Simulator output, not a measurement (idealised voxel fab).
The name of this process module is voxel spacer lines.
cross-section cut | 265 nm wide | cells 5 nm
Format of a cross-section: grid, square cells. Given as bands. Order: top down. Band: one or more rows of cells. This entry defines a band. It first specifies the height of the band's top and the height of its bottom in nm, and then specifies the band's materials from left to right, stating each material with its width in nm. The word "all across" identifies a single material that fills the band from edge to edge, while the word "empty" identifies empty space. Height is counted from the level 0, under which the received wafer is composed throughout of one material. The lowest of the bands is not closed at the bottom but continues downward, in the notation "from 0 down". When a width is written as two numbers, as in "30->40", the first number is the width in the top row of cells of the band and the second is the width in its bottom row, and the width changes by the same amount from each row to the next. What does "remains unaltered" mean for a step? It means no cell of the cross-section changed in that step. "Cavities, sealed" enumerates empty spaces isolated from the top, with no open way to it, that contain at least 8 cells, giving each as width x height at distance from the left edge, all three in nm. Anything after a step's settings on that line? It's the simulator's own note about the step. For masked steps, "overlay nm" on the step line gives how far right of plan the mask actually lay; a minus sign means it lay to the left.

Planned process steps
1. RECEIVE,material Si
2. CONFORMAL_DEP,material SiO2,thk nm 10
3. DIRECTIONAL_DEP,material polySi,thk nm 20
4. DIRECTIONAL_DEP,material aC,thk nm 20
5. PATTERN,tone cover,mask id MANDREL,material resist,width nm 20,pitch nm 60,thk nm 30,overlay nm 0
6. DIRECTIONAL_ETCH,etch materials aC,depth nm 20
7. STRIP,etch materials resist
8. CONFORMAL_DEP,material SiN,thk nm 10
9. DIRECTIONAL_ETCH,etch materials SiN,depth nm 10
10. STRIP,etch materials aC
11. DIRECTIONAL_ETCH,etch materials polySi,depth nm 20
12. STRIP,etch materials SiN
13. FILL_DEP,material SiO2,thk nm 5
14. CMP,height nm 30

Wafer at receipt (post step 1), cross-section
	from 0 down: Si all across
	Cavities, sealed: none

Cross-section, end of module. Start: as above. Plan: as above. Execution: one mistake
	from 30 to 25: SiO2 all across
	from 25 to 10: SiO2 (50); polySi (10); SiO2 (20); polySi (10); SiO2 (20); polySi (10); SiO2 (20); polySi (10); SiO2 (20); polySi (10); SiO2 (20); polySi (10); SiO2 (55)
	from 10 to 0: SiO2 all across
	from 0 down: Si all across
	Cavities, sealed: none
Misprocessing identified: in deviation from the planned setting, step 3 was conducted as DIRECTIONAL_DEP,material polySi,thk nm 15
